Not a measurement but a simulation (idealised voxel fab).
Process module name: voxel local oxidation
For reference, the cross-section in this document is cut, with width 265 nm and square cells of 5 nm.
Cross-section layout: square cells on a grid; listed as bands, top to bottom; a band spans one or more cell rows.
First you get the band's top height and its bottom height, in nm, and then the materials it's made of, left to right, with each width in nm. If you see a single material with "throughout", that one covers the band edge to edge. "empty" is empty space.
It should be noted that heights are counted from 0, beneath which the wafer as supplied is of one material throughout, and that the lowest band possesses no lower boundary but continues downward, as written in "top 0, no bottom".
Width "30..40": first value at the band's top row of cells, second value at its bottom row, equal change from row to row.
Key: "same as before" - step with no changed cell in the cross-section.
So "Enclosed void entries" is basically the list of trapped voids: any empty space of 8 cells or more that can't reach the top through an opening. They're written width x height at distance, the distance being from the left edge, and it's all nm.
Post-settings text on a step line: simulator's own remark regarding the step.
Each step line may optionally specify "overlay nm", which for a step with a mask gives the rightward distance between the mask's planned place and where it lay, a negative value indicating the leftward direction.

THE STEPS PLANNED FOR THE PROCESS ARE AS FOLLOWS
1. RECEIVE, material Si
2. CONFORMAL_DEP, material SiO2, thk nm 5
3. CONFORMAL_DEP, material SiN, thk nm 15
4. DIRECTIONAL_DEP, material aC, thk nm 15
5. PATTERN, tone cover, mask id ACTIVE, material resist, width nm 115, thk nm 35, overlay nm 0
6. DIRECTIONAL_ETCH, etch materials aC, depth nm 5
7. STRIP, etch materials resist
8. DIRECTIONAL_ETCH, etch materials SiN, depth nm 15
9. STRIP, etch materials aC
10. SELECTIVE_ETCH, etch materials SiO2, depth nm 5
11. OXIDIZE, depth nm 10
12. STRIP, etch materials SiN
For this document, wafers share an identical start and vary in the step 6 depth nm; the plan quotes the first wafer's value.

FIRST WAFER OF SEVERAL, AS RECEIVED: CROSS-SECTION AFTER STEP 1
  top 0, no bottom  Si throughout
  Enclosed void entries: none

QUICK KEY FOR THE TABLE: A ROW PER WAFER, TAKEN AT THE END OF THE MODULE. FOR EACH MATERIAL IT TELLS YOU HOW MANY CELLS THE WAFER GAINED (+) OR LOST (-) SINCE IT CAME IN, AND THE CLOSED VOIDS COME AFTER
depth nm 5, +53 SiO2, Enclosed void entries: none
depth nm 10, +53 SiO2, Enclosed void entries: none
depth nm 15, -72 Si, +93 SiO2, Enclosed void entries: none
depth nm 20, -72 Si, +93 SiO2, Enclosed void entries: none
depth nm 25, -72 Si, +93 SiO2, Enclosed void entries: none
depth nm 30, -72 Si, +93 SiO2, Enclosed void entries: none
